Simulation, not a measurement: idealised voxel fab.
Process module under the name voxel fin reveal
Cross-sectional view cut (width: 275 nm; square cell size: 5 nm).
When this document writes out a cross-section, it uses a grid of square cells and lists it as bands, beginning at the top and moving down, with a band standing for one or more rows of cells. Heights first: top, then bottom, in nm. Then materials, left to right, each with a width in nm. "all across" on a single material: fills the band edge to edge. "blank": empty space. Height 0 is the level under which the wafer as received is all one material. The lowest band goes on downwards, as in "from 0 down". The notation "30 to 40" denotes a width that varies across the rows of cells in the band, beginning at the first number in the top row, finishing at the second number in the bottom row, and changing by an identical amount from each row to the next. Where a step carries "nothing changed", the cross-section came out of it unchanged, cell for cell. Basically, "Closed internal voids" tells you about the enclosed voids: empty spaces with no open way to the top, 8 cells or bigger, each written width x height at distance, where distance is from the left edge, all in nm. after a step's settings: what the simulator itself notes on the step. The line of a step may include "overlay nm". On a step with a mask, this value is how far to the right of its planned place the mask lay. A negative value means the mask lay to the left.
## The following list gives the planned process steps
1: RECEIVE [material Si]
2: CONFORMAL_DEP [material SiN] [thk nm 5]
3: MASKED_ETCH [tone cover] [mask id FINS] [width nm 15] [pitch nm 40] [etch materials SiN] [depth nm 5] [overlay nm 0]
4: MASKED_ETCH [tone cover] [mask id FINS] [width nm 15] [pitch nm 40] [etch materials Si] [depth nm 35] [overlay nm 0]
5: FILL_DEP [material SiO2] [thk nm 10]
6: CMP [height nm 5]
7: SELECTIVE_ETCH [etch materials SiO2] [depth nm 25]
8: STRIP [etch materials SiN]
9: CONFORMAL_DEP [material HfO2] [thk nm 5]
## As-received wafer cross-section (after step 1)
    from 0 down: Si all across
    Closed internal voids: none
## Cross-section, end of module. Start: as above. Plan: as above. Execution: one mistake
    from 5 to 0: blank: 105, then HfO2: 25, then blank: 15, then HfO2: 25, then blank: 105
    from 0 to -15: blank: 105, then HfO2: 5, then Si: 15, then HfO2: 5, then blank: 15, then HfO2: 5, then Si: 15, then HfO2: 5, then blank: 105
    from -15 to -20: HfO2: 110, then Si: 15, then HfO2: 25, then Si: 15, then HfO2: 110
    from -20 to -45: SiO2: 110, then Si: 15, then SiO2: 25, then Si: 15, then SiO2: 110
    from -45 down: Si all across
    Closed internal voids: none
The plan and the run diverged here: step 4 changed vs plan, executed as MASKED_ETCH [tone cover] [mask id FINS] [width nm 15] [pitch nm 40] [etch materials Si] [depth nm 45] [overlay nm 0]
